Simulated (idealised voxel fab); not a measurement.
This section sets out a process module, namely voxel wiring stack.
The cross-section shown here is cut; it is 215 nm wide and divided into square cells measuring 5 nm on a side.
Bands, listed from the top down, are how a cross-section gets written in this document; the cross-section itself is a grid of square cells, and a band is one or more rows of them. It is stipulated that each band's entry specify, in nanometres, the height of the top of the band and then that of its bottom, followed by the materials of the band in left-to-right sequence, each together with its width in nanometres. A single material marked by the word "everywhere" is understood to fill the band from edge to edge; the word "blank" is understood to denote empty space. Below 0: as-received wafer, all one material; heights counted from there. Lowest band: no bottom, goes on down, written "0 and below". You'd read "30->40" like this: the band's top row of cells is as wide as the first number, its bottom row is as wide as the second, and going down, every row changes width by the same amount as the row before did. You'll sometimes find "same as before" written for a step, and that's the way of saying that nowhere in the cross-section did a cell change during that step. Each empty space that has no open way to the top and spans at least 8 cells appears under "Closed internal voids" as width x height at distance, the distance counted from the left edge, all in nm. On a step's line, text after the settings is the simulator commenting on that step. The line of a step may include "overlay nm". On a step with a mask, this value is how far to the right of its planned place the mask lay. A negative value means the mask lay to the left. Reading guide: pairs of cross-sections, before and after one process step; after view cut off at lowest changed band; step and settings listed under each pair. Pairs may stem from different runs of this module on the same starting wafer; continuity with the pair above only where the "Pre-process" entry states it.
-- Pre-process
> 0 and below | Si everywhere
> Closed internal voids: none
-- Cross-Section Thereafter
> 10 down to 0 | SiO2 everywhere
> Heights below 0 show no change.
> Closed internal voids: none
Can you say which step sits between the two cross-sections above? op CONFORMAL_DEP | material SiO2 | thk nm 10
Pre-process: just use the after drawing of the pair above as your starting point.
-- Cross-Section Thereafter
> 15 down to 10 | SiCN everywhere
> Heights below 10 show no change.
> Closed internal voids: none
Can you say which step sits between the two cross-sections above? op CONFORMAL_DEP | material SiCN | thk nm 5
Pre-process: just use the after drawing of the pair above as your starting point.
-- Cross-Section Thereafter
> 30 down to 15 | SiO2 everywhere
> Heights below 15 show no change.
> Closed internal voids: none
Can you say which step sits between the two cross-sections above? op DIRECTIONAL_DEP | material SiO2 | thk nm 15
Pre-process: just use the after drawing of the pair above as your starting point.
-- Cross-Section Thereafter
> 30 down to 15 | SiO2: 45, blank: 25, SiO2: 25, blank: 25, SiO2: 25, blank: 25, SiO2: 45
> Heights below 15 show no change.
> Closed internal voids: none
Can you say which step sits between the two cross-sections above? op MASKED_ETCH | tone open | mask id METAL_1 | width nm 25 | pitch nm 50 | etch materials SiO2 | depth nm 15 | overlay nm 0
Pre-process: just use the after drawing of the pair above as your starting point.
-- Cross-Section Thereafter
> 30 down to 15 | SiO2: 45, blank: 25, SiO2: 25, blank: 25, SiO2: 25, blank: 25, SiO2: 45
> 15 down to 10 | SiCN: 45, blank: 25, SiCN: 25, blank: 25, SiCN: 25, blank: 25, SiCN: 45
> Heights below 10 show no change.
> Closed internal voids: none
Can you say which step sits between the two cross-sections above? op MASKED_ETCH | tone open | mask id METAL_1 | width nm 25 | pitch nm 50 | etch materials SiCN | depth nm 5 | overlay nm 0
Pre-process: just use the after drawing of the pair above as your starting point.
-- Cross-Section Thereafter
> 35 down to 30 | TiN: 50, blank: 15, TiN: 35, blank: 15, TiN: 35, blank: 15, TiN: 50
> 30 down to 15 | SiO2: 45, TiN: 5, blank: 15, TiN: 5, SiO2: 25, TiN: 5, blank: 15, TiN: 5, SiO2: 25, TiN: 5, blank: 15, TiN: 5, SiO2: 45
> 15 down to 10 | SiCN: 45, TiN: 25, SiCN: 25, TiN: 25, SiCN: 25, TiN: 25, SiCN: 45
> Heights below 10 show no change.
> Closed internal voids: none
Can you say which step sits between the two cross-sections above? op CONFORMAL_DEP | material TiN | thk nm 5
Pre-process: just use the after drawing of the pair above as your starting point.
-- Cross-Section Thereafter
> 40 down to 35 | W everywhere
> 35 down to 30 | TiN: 50, W: 15, TiN: 35, W: 15, TiN: 35, W: 15, TiN: 50
> 30 down to 15 | SiO2: 45, TiN: 5, W: 15, TiN: 5, SiO2: 25, TiN: 5, W: 15, TiN: 5, SiO2: 25, TiN: 5, W: 15, TiN: 5, SiO2: 45
> Heights below 15 show no change.
> Closed internal voids: none
Can you say which step sits between the two cross-sections above? op FILL_DEP | material W | thk nm 5
Pre-process: just use the after drawing of the pair above as your starting point.
-- Cross-Section Thereafter
> 30 down to 15 | SiO2: 45, TiN: 5, W: 15, TiN: 5, SiO2: 25, TiN: 5, W: 15, TiN: 5, SiO2: 25, TiN: 5, W: 15, TiN: 5, SiO2: 45
> Heights below 15 show no change.
> Closed internal voids: none
Can you say which step sits between the two cross-sections above? op CMP | height nm 30
Pre-process: just use the after drawing of the pair above as your starting point.
-- Cross-Section Thereafter
> 35 down to 30 | SiCN everywhere
> Heights below 30 show no change.
> Closed internal voids: none
Can you say which step sits between the two cross-sections above? op CONFORMAL_DEP | material SiCN | thk nm 5
Pre-process: just use the after drawing of the pair above as your starting point.
-- Cross-Section Thereafter
> 55 down to 35 | lowk everywhere
> Heights below 35 show no change.
> Closed internal voids: none
Can you say which step sits between the two cross-sections above? op DIRECTIONAL_DEP | material lowk | thk nm 20
Pre-process: just use the after drawing of the pair above as your starting point.
-- Cross-Section Thereafter
> 70 down to 55 | resist: 45, blank: 15, resist: 85, blank: 15, resist: 55
> Heights below 55 show no change.
> Closed internal voids: none
Can you say which step sits between the two cross-sections above? op PATTERN | tone open | mask id PLUG_1 | material resist | width nm 15 | pitch nm 100 | thk nm 15 | overlay nm 0
Pre-process: just use the after drawing of the pair above as your starting point.
-- Cross-Section Thereafter
> 70 down to 55 | resist: 45, blank: 15, resist: 85, blank: 15, resist: 55
> 55 down to 35 | lowk: 45, blank: 15, lowk: 85, blank: 15, lowk: 55
> Heights below 35 show no change.
> Closed internal voids: none
Can you say which step sits between the two cross-sections above? op DIRECTIONAL_ETCH | etch materials lowk | depth nm 20
Pre-process: just use the after drawing of the pair above as your starting point.
-- Cross-Section Thereafter
> 70 down to 55 | resist: 45, blank: 15, resist: 85, blank: 15, resist: 55
> 55 down to 35 | lowk: 45, blank: 15, lowk: 85, blank: 15, lowk: 55
> 35 down to 30 | SiCN: 45, blank: 15, SiCN: 85, blank: 15, SiCN: 55
> Heights below 30 show no change.
> Closed internal voids: none
Can you say which step sits between the two cross-sections above? op DIRECTIONAL_ETCH | etch materials SiCN | depth nm 5
Pre-process: just use the after drawing of the pair above as your starting point.
-- Cross-Section Thereafter
> 55 down to 35 | lowk: 45, blank: 15, lowk: 85, blank: 15, lowk: 55
> Heights below 35 show no change.
> Closed internal voids: none
Can you say which step sits between the two cross-sections above? op STRIP | etch materials resist
Pre-process: just use the after drawing of the pair above as your starting point.
-- Cross-Section Thereafter
> 55 down to 40 | lowk: 45, blank: 15, lowk: 85, blank: 15, lowk: 55
> 40 down to 35 | lowk: 45, Ru: 15, lowk: 85, Ru: 15, lowk: 55
> 35 down to 30 | SiCN: 45, Ru: 15, SiCN: 85, Ru: 15, SiCN: 55
> Heights below 30 show no change.
> Closed internal voids: none
Can you say which step sits between the two cross-sections above? op EPI | material Ru | thk nm 10
Pre-process: just use the after drawing of the pair above as your starting point.
-- Cross-Section Thereafter
> 55 down to 50 | lowk: 45, blank: 15, lowk: 85, blank: 15, lowk: 55
> 50 down to 35 | lowk: 45, Ru: 15, lowk: 85, Ru: 15, lowk: 55
> Heights below 35 show no change.
> Closed internal voids: none
Can you say which step sits between the two cross-sections above? op EPI | material Ru | thk nm 10
Pre-process: just use the after drawing of the pair above as your starting point.
-- Cross-Section Thereafter
> 55 down to 35 | lowk: 45, Ru: 15, lowk: 85, Ru: 15, lowk: 55
> Heights below 35 show no change.
> Closed internal voids: none
Can you say which step sits between the two cross-sections above? op EPI | material Ru | thk nm 5
Pre-process: just use the after drawing of the pair above as your starting point.
-- Cross-Section Thereafter
> 60 down to 55 | TiN everywhere
> Heights below 55 show no change.
> Closed internal voids: none
Can you say which step sits between the two cross-sections above? op DIRECTIONAL_DEP | material TiN | thk nm 5
Pre-process: just use the after drawing of the pair above as your starting point.
-- Cross-Section Thereafter
> 80 down to 60 | Ru everywhere
> Heights below 60 show no change.
> Closed internal voids: none
Can you say which step sits between the two cross-sections above? op DIRECTIONAL_DEP | material Ru | thk nm 20
Pre-process: just use the after drawing of the pair above as your starting point.
-- Cross-Section Thereafter
> 100 down to 80 | blank: 45, resist: 25, blank: 25, resist: 25, blank: 25, resist: 25, blank: 45
> Heights below 80 show no change.
> Closed internal voids: none
Can you say which step sits between the two cross-sections above? op PATTERN | tone cover | mask id METAL_2 | material resist | width nm 25 | pitch nm 50 | thk nm 20 | overlay nm 0
Pre-process: just use the after drawing of the pair above as your starting point.
-- Cross-Section Thereafter
> 100 down to 80 | blank: 45, resist: 25, blank: 25, resist: 25, blank: 25, resist: 25, blank: 45
> 80 down to 60 | blank: 45, Ru: 25, blank: 25, Ru: 25, blank: 25, Ru: 25, blank: 45
> Heights below 60 show no change.
> Closed internal voids: none
Can you say which step sits between the two cross-sections above? op DIRECTIONAL_ETCH | etch materials Ru | depth nm 20
Pre-process: just use the after drawing of the pair above as your starting point.
-- Cross-Section Thereafter
> 100 down to 80 | blank: 45, resist: 25, blank: 25, resist: 25, blank: 25, resist: 25, blank: 45
> 80 down to 60 | blank: 45, Ru: 25, blank: 25, Ru: 25, blank: 25, Ru: 25, blank: 45
> 60 down to 55 | blank: 45, TiN: 25, blank: 25, TiN: 25, blank: 25, TiN: 25, blank: 45
> Heights below 55 show no change.
> Closed internal voids: none
Can you say which step sits between the two cross-sections above? op DIRECTIONAL_ETCH | etch materials TiN | depth nm 5
Pre-process: just use the after drawing of the pair above as your starting point.
-- Cross-Section Thereafter
> 80 down to 60 | blank: 45, Ru: 25, blank: 25, Ru: 25, blank: 25, Ru: 25, blank: 45
> Heights below 60 show no change.
> Closed internal voids: none
Can you say which step sits between the two cross-sections above? op STRIP | etch materials resist
Pre-process: just use the after drawing of the pair above as your starting point.
-- Cross-Section Thereafter
> 90 down to 80 | SiO2 everywhere
> 80 down to 60 | SiO2: 45, Ru: 25, SiO2: 25, Ru: 25, SiO2: 25, Ru: 25, SiO2: 45
> 60 down to 55 | SiO2: 45, TiN: 25, SiO2: 25, TiN: 25, SiO2: 25, TiN: 25, SiO2: 45
> Heights below 55 show no change.
> Closed internal voids: none
Can you say which step sits between the two cross-sections above? op FILL_DEP | material SiO2 | thk nm 10
Pre-process: just use the after drawing of the pair above as your starting point.
-- Cross-Section Thereafter
> 80 down to 60 | SiO2: 45, Ru: 25, SiO2: 25, Ru: 25, SiO2: 25, Ru: 25, SiO2: 45
> Heights below 60 show no change.
> Closed internal voids: none
Can you say which step sits between the two cross-sections above? op CMP | height nm 80
Pre-process: just use the after drawing of the pair above as your starting point.
-- Cross-Section Thereafter
> 85 down to 80 | SiCN everywhere
> Heights below 80 show no change.
> Closed internal voids: none
Can you say which step sits between the two cross-sections above? op CONFORMAL_DEP | material SiCN | thk nm 5
Pre-process: just use the after drawing of the pair above as your starting point.
-- Cross-Section Thereafter
> 100 down to 85 | lowk everywhere
> Heights below 85 show no change.
> Closed internal voids: none
Can you say which step sits between the two cross-sections above? op DIRECTIONAL_DEP | material lowk | thk nm 15
Pre-process: just use the after drawing of the pair above as your starting point.
-- Cross-Section Thereafter
> 120 down to 100 | resist: 45, blank: 15, resist: 85, blank: 15, resist: 55
> Heights below 100 show no change.
> Closed internal voids: none
Can you say which step sits between the two cross-sections above? op PATTERN | tone open | mask id PLUG_2 | material resist | width nm 15 | pitch nm 100 | thk nm 20 | overlay nm 0
Pre-process: just use the after drawing of the pair above as your starting point.
-- Cross-Section Thereafter
> 120 down to 100 | resist: 45, blank: 15, resist: 85, blank: 15, resist: 55
> 100 down to 85 | lowk: 45, blank: 15, lowk: 85, blank: 15, lowk: 55
> Heights below 85 show no change.
> Closed internal voids: none
Can you say which step sits between the two cross-sections above? op DIRECTIONAL_ETCH | etch materials lowk | depth nm 15
Pre-process: just use the after drawing of the pair above as your starting point.
-- Cross-Section Thereafter
> 120 down to 100 | resist: 45, blank: 15, resist: 85, blank: 15, resist: 55
> 100 down to 85 | lowk: 45, blank: 15, lowk: 85, blank: 15, lowk: 55
> 85 down to 80 | SiCN: 45, blank: 15, SiCN: 85, blank: 15, SiCN: 55
> Heights below 80 show no change.
> Closed internal voids: none
Can you say which step sits between the two cross-sections above? op DIRECTIONAL_ETCH | etch materials SiCN | depth nm 5
Pre-process: just use the after drawing of the pair above as your starting point.
-- Cross-Section Thereafter
> 100 down to 85 | lowk: 45, blank: 15, lowk: 85, blank: 15, lowk: 55
> Heights below 85 show no change.
> Closed internal voids: none
Can you say which step sits between the two cross-sections above? op STRIP | etch materials resist
Pre-process: just use the after drawing of the pair above as your starting point.
-- Cross-Section Thereafter
> 105 down to 100 | TiN: 50, blank: 5, TiN: 95, blank: 5, TiN: 60
> 100 down to 85 | lowk: 45, TiN: 5, blank: 5, TiN: 5, lowk: 85, TiN: 5, blank: 5, TiN: 5, lowk: 55
> 85 down to 80 | SiCN: 45, TiN: 15, SiCN: 85, TiN: 15, SiCN: 55
> Heights below 80 show no change.
> Closed internal voids: none
Can you say which step sits between the two cross-sections above? op CONFORMAL_DEP | material TiN | thk nm 5
Pre-process: just use the after drawing of the pair above as your starting point.
-- Cross-Section Thereafter
> 110 down to 105 | Cu everywhere
> 105 down to 100 | TiN: 50, Cu: 5, TiN: 95, Cu: 5, TiN: 60
> 100 down to 85 | lowk: 45, TiN: 5, Cu: 5, TiN: 5, lowk: 85, TiN: 5, Cu: 5, TiN: 5, lowk: 55
> Heights below 85 show no change.
> Closed internal voids: none
Can you say which step sits between the two cross-sections above? op FILL_DEP | material Cu | thk nm 5
Pre-process: just use the after drawing of the pair above as your starting point.
-- Cross-Section Thereafter
> 100 down to 85 | lowk: 45, TiN: 5, Cu: 5, TiN: 5, lowk: 85, TiN: 5, Cu: 5, TiN: 5, lowk: 55
> Heights below 85 show no change.
> Closed internal voids: none
Can you say which step sits between the two cross-sections above? op CMP | height nm 100
Pre-process: just use the after drawing of the pair above as your starting point.
-- Cross-Section Thereafter
> 105 down to 100 | TiN everywhere
> Heights below 100 show no change.
> Closed internal voids: none
Can you say which step sits between the two cross-sections above? op DIRECTIONAL_DEP | material TiN | thk nm 5
Pre-process: just use the after drawing of the pair above as your starting point.
-- Cross-Section Thereafter
> 120 down to 105 | Ru everywhere
> Heights below 105 show no change.
> Closed internal voids: none
Can you say which step sits between the two cross-sections above? op DIRECTIONAL_DEP | material Ru | thk nm 15
Pre-process: just use the after drawing of the pair above as your starting point.
-- Cross-Section Thereafter
> 120 down to 105 | blank: 45, Ru: 25, blank: 25, Ru: 25, blank: 25, Ru: 25, blank: 45
> Heights below 105 show no change.
> Closed internal voids: none
Can you say which step sits between the two cross-sections above? op MASKED_ETCH | tone cover | mask id METAL_3 | width nm 25 | pitch nm 50 | etch materials Ru | depth nm 15 | overlay nm 0
Pre-process: just use the after drawing of the pair above as your starting point.
-- Cross-Section Thereafter
> 120 down to 105 | blank: 45, Ru: 25, blank: 25, Ru: 25, blank: 25, Ru: 25, blank: 45
> 105 down to 100 | blank: 45, TiN: 25, blank: 25, TiN: 25, blank: 25, TiN: 25, blank: 45
> Heights below 100 show no change.
> Closed internal voids: none
Can you say which step sits between the two cross-sections above? op MASKED_ETCH | tone cover | mask id METAL_3 | width nm 25 | pitch nm 50 | etch materials TiN | depth nm 5 | overlay nm 0
Pre-process: just use the after drawing of the pair above as your starting point.
-- Cross-Section Thereafter
> 130 down to 120 | SiO2 everywhere
> 120 down to 105 | SiO2: 45, Ru: 25, SiO2: 25, Ru: 25, SiO2: 25, Ru: 25, SiO2: 45
> 105 down to 100 | SiO2: 45, TiN: 25, SiO2: 25, TiN: 25, SiO2: 25, TiN: 25, SiO2: 45
> Heights below 100 show no change.
> Closed internal voids: none
Can you say which step sits between the two cross-sections above? op FILL_DEP | material SiO2 | thk nm 10
Pre-process: just use the after drawing of the pair above as your starting point.
-- Cross-Section Thereafter
> 120 down to 105 | SiO2: 45, Ru: 25, SiO2: 25, Ru: 25, SiO2: 25, Ru: 25, SiO2: 45
> Heights below 105 show no change.
> Closed internal voids: none
Can you say which step sits between the two cross-sections above? op CMP | height nm 120
Pre-process: just use the after drawing of the pair above as your starting point.
-- Cross-Section Thereafter
> 125 down to 120 | SiN everywhere
> Heights below 120 show no change.
> Closed internal voids: none
Can you say which step sits between the two cross-sections above? op CONFORMAL_DEP | material SiN | thk nm 5
-- Pre-process
> 55 down to 40 | lowk: 45, blank: 15, lowk: 85, blank: 15, lowk: 55
> 40 down to 35 | lowk: 45, Ru: 15, lowk: 85, Ru: 15, lowk: 55
> 35 down to 30 | SiCN: 45, Ru: 15, SiCN: 85, Ru: 15, SiCN: 55
> 30 down to 15 | SiO2: 45, TiN: 5, W: 15, TiN: 5, SiO2: 25, TiN: 5, W: 15, TiN: 5, SiO2: 25, TiN: 5, W: 15, TiN: 5, SiO2: 45
> 15 down to 10 | SiCN: 45, TiN: 25, SiCN: 25, TiN: 25, SiCN: 25, TiN: 25, SiCN: 45
> 10 down to 0 | SiO2 everywhere
> 0 and below | Si everywhere
> Closed internal voids: none
-- Cross-Section Thereafter
> 55 down to 45 | lowk: 45, blank: 15, lowk: 85, blank: 15, lowk: 55
> 45 down to 35 | lowk: 45, Ru: 15, lowk: 85, Ru: 15, lowk: 55
> Heights below 35 show no change.
> Closed internal voids: none
Can you say which step sits between the two cross-sections above? op EPI | material Ru | thk nm 5
Pre-process: just use the after drawing of the pair above as your starting point.
-- Cross-Section Thereafter
> 60 down to 55 | TiN: 45, blank: 15, TiN: 85, blank: 15, TiN: 55
> 55 down to 50 | lowk: 45, blank: 15, lowk: 85, blank: 15, lowk: 55
> 50 down to 45 | lowk: 45, TiN: 15, lowk: 85, TiN: 15, lowk: 55
> Heights below 45 show no change.
> Closed internal voids: none
Can you say which step sits between the two cross-sections above? op DIRECTIONAL_DEP | material TiN | thk nm 5
Pre-process: just use the after drawing of the pair above as your starting point.
-- Cross-Section Thereafter
> 80 down to 70 | Ru: 45, blank: 15, Ru: 85, blank: 15, Ru: 55
> 70 down to 60 | Ru everywhere
> 60 down to 55 | TiN: 45, Ru: 15, TiN: 85, Ru: 15, TiN: 55
> 55 down to 50 | lowk: 45, Ru: 15, lowk: 85, Ru: 15, lowk: 55
> Heights below 50 show no change.
> Closed internal voids: none
Can you say which step sits between the two cross-sections above? op DIRECTIONAL_DEP | material Ru | thk nm 20
Pre-process: just use the after drawing of the pair above as your starting point.
-- Cross-Section Thereafter
> 100 down to 80 | blank: 45, resist: 25, blank: 25, resist: 25, blank: 25, resist: 25, blank: 45
> 80 down to 70 | Ru: 45, resist: 15, Ru: 85, resist: 15, Ru: 55
> Heights below 70 show no change.
> Closed internal voids: none
Can you say which step sits between the two cross-sections above? op PATTERN | tone cover | mask id METAL_2 | material resist | width nm 25 | pitch nm 50 | thk nm 20 | overlay nm 0
Pre-process: just use the after drawing of the pair above as your starting point.
-- Cross-Section Thereafter
> 100 down to 80 | blank: 45, resist: 25, blank: 25, resist: 25, blank: 25, resist: 25, blank: 45
> 80 down to 70 | blank: 45, resist: 15, Ru: 10, blank: 25, Ru: 25, blank: 25, resist: 15, Ru: 10, blank: 45
> 70 down to 60 | blank: 45, Ru: 25, blank: 25, Ru: 25, blank: 25, Ru: 25, blank: 45
> Heights below 60 show no change.
> Closed internal voids: none
Can you say which step sits between the two cross-sections above? op DIRECTIONAL_ETCH | etch materials Ru | depth nm 20
Pre-process: just use the after drawing of the pair above as your starting point.
-- Cross-Section Thereafter
> 100 down to 80 | blank: 45, resist: 25, blank: 25, resist: 25, blank: 25, resist: 25, blank: 45
> 80 down to 70 | blank: 45, resist: 15, Ru: 10, blank: 25, Ru: 25, blank: 25, resist: 15, Ru: 10, blank: 45
> 70 down to 60 | blank: 45, Ru: 25, blank: 25, Ru: 25, blank: 25, Ru: 25, blank: 45
> 60 down to 55 | blank: 45, Ru: 15, TiN: 10, blank: 25, TiN: 25, blank: 25, Ru: 15, TiN: 10, blank: 45
> Heights below 55 show no change.
> Closed internal voids: none
Can you say which step sits between the two cross-sections above? op DIRECTIONAL_ETCH | etch materials TiN | depth nm 5
Pre-process: just use the after drawing of the pair above as your starting point.
-- Cross-Section Thereafter
> 80 down to 70 | blank: 60, Ru: 10, blank: 25, Ru: 25, blank: 40, Ru: 10, blank: 45
> Heights below 70 show no change.
> Closed internal voids: none
Can you say which step sits between the two cross-sections above? op STRIP | etch materials resist
Pre-process: just use the after drawing of the pair above as your starting point.
-- Cross-Section Thereafter
> 90 down to 80 | SiO2 everywhere
> 80 down to 70 | SiO2: 60, Ru: 10, SiO2: 25, Ru: 25, SiO2: 40, Ru: 10, SiO2: 45
> 70 down to 60 | SiO2: 45, Ru: 25, SiO2: 25, Ru: 25, SiO2: 25, Ru: 25, SiO2: 45
> 60 down to 55 | SiO2: 45, Ru: 15, TiN: 10, SiO2: 25, TiN: 25, SiO2: 25, Ru: 15, TiN: 10, SiO2: 45
> Heights below 55 show no change.
> Closed internal voids: none
Can you say which step sits between the two cross-sections above? op FILL_DEP | material SiO2 | thk nm 10
Pre-process: just use the after drawing of the pair above as your starting point.
-- Cross-Section Thereafter
> 80 down to 70 | SiO2: 60, Ru: 10, SiO2: 25, Ru: 25, SiO2: 40, Ru: 10, SiO2: 45
> Heights below 70 show no change.
> Closed internal voids: none
Can you say which step sits between the two cross-sections above? op CMP | height nm 80
Pre-process: just use the after drawing of the pair above as your starting point.
-- Cross-Section Thereafter
> 85 down to 80 | SiCN everywhere
> Heights below 80 show no change.
> Closed internal voids: none
Can you say which step sits between the two cross-sections above? op CONFORMAL_DEP | material SiCN | thk nm 5
Pre-process: just use the after drawing of the pair above as your starting point.
-- Cross-Section Thereafter
> 100 down to 85 | lowk everywhere
> Heights below 85 show no change.
> Closed internal voids: none
Can you say which step sits between the two cross-sections above? op DIRECTIONAL_DEP | material lowk | thk nm 15
Pre-process: just use the after drawing of the pair above as your starting point.
-- Cross-Section Thereafter
> 120 down to 100 | resist: 45, blank: 15, resist: 85, blank: 15, resist: 55
> Heights below 100 show no change.
> Closed internal voids: none
Can you say which step sits between the two cross-sections above? op PATTERN | tone open | mask id PLUG_2 | material resist | width nm 15 | pitch nm 100 | thk nm 20 | overlay nm 0
Pre-process: just use the after drawing of the pair above as your starting point.
-- Cross-Section Thereafter
> 120 down to 100 | resist: 45, blank: 15, resist: 85, blank: 15, resist: 55
> 100 down to 85 | lowk: 45, blank: 15, lowk: 85, blank: 15, lowk: 55
> Heights below 85 show no change.
> Closed internal voids: none
Can you say which step sits between the two cross-sections above? op DIRECTIONAL_ETCH | etch materials lowk | depth nm 15
Pre-process: just use the after drawing of the pair above as your starting point.
-- Cross-Section Thereafter
> 120 down to 100 | resist: 45, blank: 15, resist: 85, blank: 15, resist: 55
> 100 down to 85 | lowk: 45, blank: 15, lowk: 85, blank: 15, lowk: 55
> 85 down to 80 | SiCN: 45, blank: 15, SiCN: 85, blank: 15, SiCN: 55
> Heights below 80 show no change.
> Closed internal voids: none
Can you say which step sits between the two cross-sections above? op DIRECTIONAL_ETCH | etch materials SiCN | depth nm 5
Pre-process: just use the after drawing of the pair above as your starting point.
-- Cross-Section Thereafter
> 100 down to 85 | lowk: 45, blank: 15, lowk: 85, blank: 15, lowk: 55
> Heights below 85 show no change.
> Closed internal voids: none
Can you say which step sits between the two cross-sections above? op STRIP | etch materials resist
Pre-process: just use the after drawing of the pair above as your starting point.
-- Cross-Section Thereafter
> 105 down to 100 | TiN: 50, blank: 5, TiN: 95, blank: 5, TiN: 60
> 100 down to 85 | lowk: 45, TiN: 5, blank: 5, TiN: 5, lowk: 85, TiN: 5, blank: 5, TiN: 5, lowk: 55
> 85 down to 80 | SiCN: 45, TiN: 15, SiCN: 85, TiN: 15, SiCN: 55
> Heights below 80 show no change.
> Closed internal voids: none
Can you say which step sits between the two cross-sections above? op CONFORMAL_DEP | material TiN | thk nm 5
Pre-process: just use the after drawing of the pair above as your starting point.
-- Cross-Section Thereafter
> 110 down to 105 | Cu everywhere
> 105 down to 100 | TiN: 50, Cu: 5, TiN: 95, Cu: 5, TiN: 60
> 100 down to 85 | lowk: 45, TiN: 5, Cu: 5, TiN: 5, lowk: 85, TiN: 5, Cu: 5, TiN: 5, lowk: 55
> Heights below 85 show no change.
> Closed internal voids: none
Can you say which step sits between the two cross-sections above? op FILL_DEP | material Cu | thk nm 5
Pre-process: just use the after drawing of the pair above as your starting point.
-- Cross-Section Thereafter
> 100 down to 85 | lowk: 45, TiN: 5, Cu: 5, TiN: 5, lowk: 85, TiN: 5, Cu: 5, TiN: 5, lowk: 55
> Heights below 85 show no change.
> Closed internal voids: none
Can you say which step sits between the two cross-sections above? op CMP | height nm 100
Pre-process: just use the after drawing of the pair above as your starting point.
-- Cross-Section Thereafter
> 105 down to 100 | TiN everywhere
> Heights below 100 show no change.
> Closed internal voids: none
Can you say which step sits between the two cross-sections above? op DIRECTIONAL_DEP | material TiN | thk nm 5
Pre-process: just use the after drawing of the pair above as your starting point.
-- Cross-Section Thereafter
> 120 down to 105 | Ru everywhere
> Heights below 105 show no change.
> Closed internal voids: none
Can you say which step sits between the two cross-sections above? op DIRECTIONAL_DEP | material Ru | thk nm 15
Pre-process: just use the after drawing of the pair above as your starting point.
-- Cross-Section Thereafter
> 120 down to 105 | blank: 45, Ru: 25, blank: 25, Ru: 25, blank: 25, Ru: 25, blank: 45
> Heights below 105 show no change.
> Closed internal voids: none
Can you say which step sits between the two cross-sections above? op MASKED_ETCH | tone cover | mask id METAL_3 | width nm 25 | pitch nm 50 | etch materials Ru | depth nm 15 | overlay nm 0
Pre-process: just use the after drawing of the pair above as your starting point.
-- Cross-Section Thereafter
> 120 down to 105 | blank: 45, Ru: 25, blank: 25, Ru: 25, blank: 25, Ru: 25, blank: 45
> 105 down to 100 | blank: 45, TiN: 25, blank: 25, TiN: 25, blank: 25, TiN: 25, blank: 45
> Heights below 100 show no change.
> Closed internal voids: none
Can you say which step sits between the two cross-sections above? op MASKED_ETCH | tone cover | mask id METAL_3 | width nm 25 | pitch nm 50 | etch materials TiN | depth nm 5 | overlay nm 0
Pre-process: just use the after drawing of the pair above as your starting point.
-- Cross-Section Thereafter
> 130 down to 120 | SiO2 everywhere
> 120 down to 105 | SiO2: 45, Ru: 25, SiO2: 25, Ru: 25, SiO2: 25, Ru: 25, SiO2: 45
> 105 down to 100 | SiO2: 45, TiN: 25, SiO2: 25, TiN: 25, SiO2: 25, TiN: 25, SiO2: 45
> Heights below 100 show no change.
> Closed internal voids: none
Can you say which step sits between the two cross-sections above? op FILL_DEP | material SiO2 | thk nm 10
Pre-process: just use the after drawing of the pair above as your starting point.
-- Cross-Section Thereafter
> 120 down to 105 | SiO2: 45, Ru: 25, SiO2: 25, Ru: 25, SiO2: 25, Ru: 25, SiO2: 45
> Heights below 105 show no change.
> Closed internal voids: none
Can you say which step sits between the two cross-sections above? op CMP | height nm 120
Pre-process: just use the after drawing of the pair above as your starting point.
-- Cross-Section Thereafter
> 125 down to 120 | SiN everywhere
> Heights below 120 show no change.
> Closed internal voids: none
Can you say which step sits between the two cross-sections above? op CONFORMAL_DEP | material SiN | thk nm 5
-- Pre-process
> 55 down to 50 | lowk: 45, blank: 15, lowk: 85, blank: 15, lowk: 55
> 50 down to 35 | lowk: 45, Ru: 15, lowk: 85, Ru: 15, lowk: 55
> 35 down to 30 | SiCN: 45, Ru: 15, SiCN: 85, Ru: 15, SiCN: 55
> 30 down to 15 | SiO2: 45, TiN: 5, W: 15, TiN: 5, SiO2: 25, TiN: 5, W: 15, TiN: 5, SiO2: 25, TiN: 5, W: 15, TiN: 5, SiO2: 45
> 15 down to 10 | SiCN: 45, TiN: 25, SiCN: 25, TiN: 25, SiCN: 25, TiN: 25, SiCN: 45
> 10 down to 0 | SiO2 everywhere
> 0 and below | Si everywhere
> Closed internal voids: none
-- Cross-Section Thereafter
> 60 down to 55 | blank: 40, Ru: 25, blank: 75, Ru: 25, blank: 50
> 55 down to 35 | lowk: 45, Ru: 15, lowk: 85, Ru: 15, lowk: 55
> Heights below 35 show no change.
> Closed internal voids: none
Can you say which step sits between the two cross-sections above? op EPI | material Ru | thk nm 10
Pre-process: just use the after drawing of the pair above as your starting point.
-- Cross-Section Thereafter
> 65 down to 55 | blank: 35, Ru: 35, blank: 65, Ru: 35, blank: 45
> Heights below 55 show no change.
> Closed internal voids: none
Can you say which step sits between the two cross-sections above? op EPI | material Ru | thk nm 5
Pre-process: just use the after drawing of the pair above as your starting point.
-- Cross-Section Thereafter
> 70 down to 65 | blank: 35, TiN: 35, blank: 65, TiN: 35, blank: 45
> 65 down to 60 | blank: 35, Ru: 35, blank: 65, Ru: 35, blank: 45
> 60 down to 55 | TiN: 35, Ru: 35, TiN: 65, Ru: 35, TiN: 45
> Heights below 55 show no change.
> Closed internal voids: none
Can you say which step sits between the two cross-sections above? op DIRECTIONAL_DEP | material TiN | thk nm 5
Pre-process: just use the after drawing of the pair above as your starting point.
-- Cross-Section Thereafter
> 90 down to 80 | blank: 35, Ru: 35, blank: 65, Ru: 35, blank: 45
> 80 down to 70 | Ru everywhere
> 70 down to 65 | Ru: 35, TiN: 35, Ru: 65, TiN: 35, Ru: 45
> 65 down to 60 | Ru everywhere
> Heights below 60 show no change.
> Closed internal voids: none
Can you say which step sits between the two cross-sections above? op DIRECTIONAL_DEP | material Ru | thk nm 20
Pre-process: just use the after drawing of the pair above as your starting point.
-- Cross-Section Thereafter
> 110 down to 90 | blank: 45, resist: 25, blank: 25, resist: 25, blank: 25, resist: 25, blank: 45
> 90 down to 80 | blank: 35, Ru: 35, blank: 25, resist: 25, blank: 15, Ru: 35, blank: 45
> Heights below 80 show no change.
> Closed internal voids: none
Can you say which step sits between the two cross-sections above? op PATTERN | tone cover | mask id METAL_2 | material resist | width nm 25 | pitch nm 50 | thk nm 20 | overlay nm 0
